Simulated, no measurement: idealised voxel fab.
This section sets out a process module, namely voxel gate over fins.
Section cut is 205 nm wide and gridded with 5 nm square cells.
Cross-section spec: square-cell grid; bands listed top down; each band is one or more rows. Within each band entry, the heights of the top and of the bottom of the band appear first, in that order and in nm; the materials of the band then follow from left to right, each with its corresponding width in nm. The designation "full width" on a single material indicates that it fills the band from edge to edge; the designation "blank" indicates empty space. Height 0 is the level under which the wafer as received is all one material. The lowest band goes on downwards, as in "0 down". Read "30 to 40" as a graded width: first number on top, second number at the bottom, same change between each pair of neighbouring rows. Take "no change occurred" at face value: in the step it is given for, the cross-section changed in none of its cells. Listed in "Closed void roster": every empty space of 8 or more cells without an open way to the top. Form: width x height at distance, the distance being from the left edge, all in nm. The remark found on a step's line after its settings is issued by the simulator itself and pertains to that step. overlay nm: on a step with a mask, how far right of its planned place the mask lay; negative means left.
-- Here's what the planned process steps look like
| 1 | RECEIVE (material Si) |
| 2 | CONFORMAL_DEP (material SiN; thk nm 10) |
| 3 | DIRECTIONAL_DEP (material aC; thk nm 10) |
| 4 | PATTERN (tone cover; mask id FINS; material resist; width nm 15; pitch nm 40; thk nm 25; overlay nm 0) |
| 5 | DIRECTIONAL_ETCH (etch materials aC; depth nm 10) |
| 6 | STRIP (etch materials resist) |
| 7 | DIRECTIONAL_ETCH (etch materials SiN; depth nm 10) |
| 8 | DIRECTIONAL_ETCH (etch materials Si; depth nm 40) |
| 9 | STRIP (etch materials aC) |
| 10 | OXIDIZE (depth nm 5) |
| 11 | FILL_DEP (material SiO2; thk nm 15) |
| 12 | CMP (height nm 10) |
| 13 | SELECTIVE_ETCH (etch materials SiO2; depth nm 20) |
| 14 | STRIP (etch materials SiN) |
| 15 | CONFORMAL_DEP (material HfO2; thk nm 5) |
| 16 | CONFORMAL_DEP (material TiN; thk nm 5) |
| 17 | FILL_DEP (material W; thk nm 10) |
| 18 | CMP (height nm 15) |
| 19 | CONFORMAL_DEP (material SiCN; thk nm 5) |
-- As-received state of the wafer in cross-section, equivalent to post-step 1
  0 down: Si full width
  Closed void roster: none
-- First of two wafers, end-of-module section, run followed plan
  20 to 15: SiCN full width
  15 to 10: W full width
  10 to 5: 30 W, 25 TiN, 15 W, 25 TiN, 15 W, 25 TiN, 15 W, 25 TiN, 30 W
  5 to 0: 30 W, 5 TiN, 15 HfO2, 5 TiN, 15 W, 5 TiN, 15 HfO2, 5 TiN, 15 W, 5 TiN, 15 HfO2, 5 TiN, 15 W, 5 TiN, 15 HfO2, 5 TiN, 30 W
  0 to -5: 35 TiN, 5 HfO2, 5 Si, 5 HfO2, 25 TiN, 5 HfO2, 5 Si, 5 HfO2, 25 TiN, 5 HfO2, 5 Si, 5 HfO2, 25 TiN, 5 HfO2, 5 Si, 5 HfO2, 35 TiN
  -5 to -10: 40 HfO2, 5 Si, 35 HfO2, 5 Si, 35 HfO2, 5 Si, 35 HfO2, 5 Si, 40 HfO2
  -10 to -45: 40 SiO2, 5 Si, 35 SiO2, 5 Si, 35 SiO2, 5 Si, 35 SiO2, 5 Si, 40 SiO2
  -45 down: Si full width
  Closed void roster: none
-- Cross-section, second wafer: same start as the first, same plan as the first, one mistake in running it; taken at the end of the module
  20 to 15: SiCN full width
  15 to 10: TiN full width
  10 to 5: 40 HfO2, 5 TiN, 35 HfO2, 5 TiN, 35 HfO2, 5 TiN, 35 HfO2, 5 TiN, 40 HfO2
  5 to 0: 35 SiO2, 15 HfO2, 25 SiO2, 15 HfO2, 25 SiO2, 15 HfO2, 25 SiO2, 15 HfO2, 35 SiO2
  0 to -45: 40 SiO2, 5 Si, 35 SiO2, 5 Si, 35 SiO2, 5 Si, 35 SiO2, 5 Si, 40 SiO2
  -45 down: Si full width
  Closed void roster: none
Against the plan, the run slipped here: not run: step 12 of the plan (skipped)
In the final state, the cell counts of the second wafer exceed or fall short of those of the first for the following materials: HfO2: 8 fewer | SiO2: 103 more | TiN: 12 fewer | W: 83 fewer
